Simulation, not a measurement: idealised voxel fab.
The following process module bears the name voxel lift off.
cross-section cut | 295 nm wide | cells 5 nm
Cross-section layout: square cells on a grid; listed as bands, top to bottom; a band spans one or more cell rows.
Per band: top height and bottom height in nm, followed by the left-to-right materials and their widths in nm; "everywhere" marks a single material spanning edge to edge, "empty" marks empty space.
Where do heights start? At 0: under that level the wafer as delivered is made of one material only. And the lowest band has no floor; it just carries on downward, as in "0 -> down".
The expression "30->40" gives the width at the extremes of the band, the first number at its top row of cells and the second at its bottom row, with the width changing by equal amounts from each row to the next in between.
Step marked "left unchanged"? Then no cell in the cross-section changed in it.
"Closed voids list": sealed empty spaces, 8 cells or more, no open way to top, listed width x height at distance, with distance from the left edge and width, height and distance in nm.
If you see something after the settings on a step's line, that's the simulator's own remark about that step.
overlay nm: mask right of planned place by this much (step with mask). Neg. = left.
-- This section lists the process steps that were planned
| 1 | RECEIVE,material Si |
| 2 | CONFORMAL_DEP,material SiN,thk nm 15 |
| 3 | PATTERN,tone open,mask id LINES,material resist,width nm 20,pitch nm 35,thk nm 30,overlay nm 0 |
| 4 | DIRECTIONAL_DEP,material Ru,thk nm 15 |
| 5 | STRIP,etch materials resist |
| 6 | CONFORMAL_DEP,material SiN,thk nm 5 |
-- Wafer at receipt (post step 1), cross-section
> 0 -> down | Si everywhere
> Closed voids list: none
-- Module complete - cross-section of the first of two wafers, run according to plan
> 35 -> 30 | empty (115), then SiN (30), then empty (5), then SiN (30), then empty (115)
> 30 -> 20 | empty (115), then SiN (5), then Ru (20), then SiN (5), then empty (5), then SiN (5), then Ru (20), then SiN (5), then empty (115)
> 20 -> 15 | SiN (120), then Ru (20), then SiN (15), then Ru (20), then SiN (120)
> 15 -> 0 | SiN everywhere
> 0 -> down | Si everywhere
> Closed voids list: none
-- Cross-section, wafer two of two, end of module: same start and plan as wafer one, one error in execution
> 35 -> 20 | empty (115), then Ru (30), then empty (5), then Ru (30), then empty (115)
> 20 -> 15 | Ru everywhere
> 15 -> 0 | SiN everywhere
> 0 -> down | Si everywhere
> Closed voids list: none
Against the plan, the run slipped here: planned and actual differ for step 6; actual: CONFORMAL_DEP,material Ru,thk nm 5
In the final state, the cell counts of the second wafer exceed or fall short of those of the first for the following materials: Ru +71 | SiN -71
